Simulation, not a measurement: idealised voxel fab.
This is a process module. Its name is voxel gate over fins.
In the cross-section labelled cut, the width is 300 nm and each square cell is 5 nm.
Cross-section = grid of square cells, listed top down in bands; band = one or more rows.
What a band's entry tells you: where the top is and where the bottom is, as heights in nm, and after that what lies inside, material by material from left to right, each with its width in nm. Empty space is written as the word "blank", and a single material marked with the word "edge to edge" occupies the band from edge to edge.
Note: height 0 marks the level under which the wafer is uniformly one material as received. Lowest band unbounded below, written "0 and below".
When a width is written as two numbers, as in "30..40", the first number is the width in the top row of cells of the band and the second is the width in its bottom row, and the width changes by the same amount from each row to the next.
"no alterations made", as given for a step, is the statement that not any cell of the cross-section underwent a change during that step.
The entry titled "Completely enclosed voids" provides the empty spaces that have no open way to the top, restricted to those of 8 cells or more. Each is presented as width x height at distance, the distance being measured from the left edge, with all three in nm.
That trailing text on a step's line, after the settings, is the simulator's own remark on the step.
You can add "overlay nm" to a step's line. For a step with a mask, it describes how far the mask lay to the right of its planned position, and a negative number describes a lay to the left.

List of planned process steps
| 1 | RECEIVE,material Si |
| 2 | CONFORMAL_DEP,material SiN,thk nm 5 |
| 3 | DIRECTIONAL_DEP,material aC,thk nm 10 |
| 4 | PATTERN,tone cover,mask id FINS,material resist,width nm 15,pitch nm 50,thk nm 25,overlay nm 0 |
| 5 | DIRECTIONAL_ETCH,etch materials aC,depth nm 10 |
| 6 | STRIP,etch materials resist |
| 7 | DIRECTIONAL_ETCH,etch materials SiN,depth nm 5 |
| 8 | DIRECTIONAL_ETCH,etch materials Si,depth nm 40 |
| 9 | STRIP,etch materials aC |
| 10 | OXIDIZE,depth nm 5 |
| 11 | FILL_DEP,material SiO2,thk nm 15 |
| 12 | CMP,height nm 5 |
| 13 | PATTERN,tone open,mask id RAIL,material resist,width nm 15,thk nm 20,overlay nm 0 |
| 14 | DIRECTIONAL_ETCH,etch materials SiO2,depth nm 40 |
| 15 | STRIP,etch materials resist |
| 16 | CONFORMAL_DEP,material TiN,thk nm 5 |
| 17 | FILL_DEP,material W,thk nm 5 |
| 18 | CMP,height nm 5 |
| 19 | SELECTIVE_ETCH,etch materials W Ru TiN,depth nm 30 |
| 20 | FILL_DEP,material SiO2,thk nm 5 |
| 21 | CMP,height nm 5 |
| 22 | SELECTIVE_ETCH,etch materials SiO2,depth nm 20 |
| 23 | STRIP,etch materials SiN |
| 24 | CONFORMAL_DEP,material HfO2,thk nm 5 |
| 25 | CONFORMAL_DEP,material TiN,thk nm 5 |
| 26 | CONFORMAL_DEP,material TiAl,thk nm 5 |
| 27 | CONFORMAL_DEP,material TiN,thk nm 5 |
| 28 | FILL_DEP,material W,thk nm 10 |
| 29 | CMP,height nm 25 |
| 30 | CONFORMAL_DEP,material SiCN,thk nm 5 |

Wafer cross-section on receipt, i.e. after step 1
	0 and below: Si edge to edge
	Completely enclosed voids: none

First of two wafers: cross-section at end of module, run per plan
	30 down to 25: SiCN edge to edge
	25 down to 20: W edge to edge
	20 down to 15: 75 W; 45 TiN; 5 W; 45 TiN; 5 W; 45 TiN; 80 W
	15 down to 10: 75 W; 5 TiN; 35 TiAl; 5 TiN; 5 W; 5 TiN; 35 TiAl; 5 TiN; 5 W; 5 TiN; 35 TiAl; 5 TiN; 80 W
	10 down to 5: 75 W; 5 TiN; 5 TiAl; 25 TiN; 5 TiAl; 5 TiN; 5 W; 5 TiN; 5 TiAl; 25 TiN; 5 TiAl; 5 TiN; 5 W; 5 TiN; 5 TiAl; 25 TiN; 5 TiAl; 5 TiN; 80 W
	5 down to 0: 80 TiN; 5 TiAl; 5 TiN; 15 HfO2; 5 TiN; 5 TiAl; 15 TiN; 5 TiAl; 5 TiN; 15 HfO2; 5 TiN; 5 TiAl; 15 TiN; 5 TiAl; 5 TiN; 15 HfO2; 5 TiN; 5 TiAl; 85 TiN
	0 down to -5: 85 TiAl; 5 TiN; 5 HfO2; 5 Si; 5 HfO2; 5 TiN; 25 TiAl; 5 TiN; 5 HfO2; 5 Si; 5 HfO2; 5 TiN; 25 TiAl; 5 TiN; 5 HfO2; 5 Si; 5 HfO2; 5 TiN; 90 TiAl
	-5 down to -10: 90 TiN; 5 HfO2; 5 Si; 5 HfO2; 35 TiN; 5 HfO2; 5 Si; 5 HfO2; 35 TiN; 5 HfO2; 5 Si; 5 HfO2; 95 TiN
	-10 down to -15: 95 HfO2; 5 Si; 45 HfO2; 5 Si; 45 HfO2; 5 Si; 100 HfO2
	-15 down to -25: 95 SiO2; 5 Si; 45 SiO2; 5 Si; 45 SiO2; 5 Si; 100 SiO2
	-25 down to -30: 95 SiO2; 5 Si; 15 SiO2; 5 TiN; 5 W; 5 TiN; 15 SiO2; 5 Si; 45 SiO2; 5 Si; 100 SiO2
	-30 down to -35: 95 SiO2; 5 Si; 15 SiO2; 15 TiN; 15 SiO2; 5 Si; 45 SiO2; 5 Si; 100 SiO2
	-35 down to -45: 95 SiO2; 5 Si; 45 SiO2; 5 Si; 45 SiO2; 5 Si; 100 SiO2
	-45 and below: Si edge to edge
	Completely enclosed voids: none

Same start, same plan as the first wafer - but one mistake in the run. Cross-section of the second of the two at the end of the module
	30 down to 25: aC edge to edge
	25 down to 20: W edge to edge
	20 down to 15: 75 W; 45 TiN; 5 W; 45 TiN; 5 W; 45 TiN; 80 W
	15 down to 10: 75 W; 5 TiN; 35 TiAl; 5 TiN; 5 W; 5 TiN; 35 TiAl; 5 TiN; 5 W; 5 TiN; 35 TiAl; 5 TiN; 80 W
	10 down to 5: 75 W; 5 TiN; 5 TiAl; 25 TiN; 5 TiAl; 5 TiN; 5 W; 5 TiN; 5 TiAl; 25 TiN; 5 TiAl; 5 TiN; 5 W; 5 TiN; 5 TiAl; 25 TiN; 5 TiAl; 5 TiN; 80 W
	5 down to 0: 80 TiN; 5 TiAl; 5 TiN; 15 HfO2; 5 TiN; 5 TiAl; 15 TiN; 5 TiAl; 5 TiN; 15 HfO2; 5 TiN; 5 TiAl; 15 TiN; 5 TiAl; 5 TiN; 15 HfO2; 5 TiN; 5 TiAl; 85 TiN
	0 down to -5: 85 TiAl; 5 TiN; 5 HfO2; 5 Si; 5 HfO2; 5 TiN; 25 TiAl; 5 TiN; 5 HfO2; 5 Si; 5 HfO2; 5 TiN; 25 TiAl; 5 TiN; 5 HfO2; 5 Si; 5 HfO2; 5 TiN; 90 TiAl
	-5 down to -10: 90 TiN; 5 HfO2; 5 Si; 5 HfO2; 35 TiN; 5 HfO2; 5 Si; 5 HfO2; 35 TiN; 5 HfO2; 5 Si; 5 HfO2; 95 TiN
	-10 down to -15: 95 HfO2; 5 Si; 45 HfO2; 5 Si; 45 HfO2; 5 Si; 100 HfO2
	-15 down to -25: 95 SiO2; 5 Si; 45 SiO2; 5 Si; 45 SiO2; 5 Si; 100 SiO2
	-25 down to -30: 95 SiO2; 5 Si; 15 SiO2; 5 TiN; 5 W; 5 TiN; 15 SiO2; 5 Si; 45 SiO2; 5 Si; 100 SiO2
	-30 down to -35: 95 SiO2; 5 Si; 15 SiO2; 15 TiN; 15 SiO2; 5 Si; 45 SiO2; 5 Si; 100 SiO2
	-35 down to -45: 95 SiO2; 5 Si; 45 SiO2; 5 Si; 45 SiO2; 5 Si; 100 SiO2
	-45 and below: Si edge to edge
	Completely enclosed voids: none
Plan not followed: rather than as planned, step 30 actually ran as CONFORMAL_DEP,material aC,thk nm 5
In the final state, the cell counts of the second wafer exceed or fall short of those of the first for the following materials: SiCN: 60 fewer | aC: 60 more
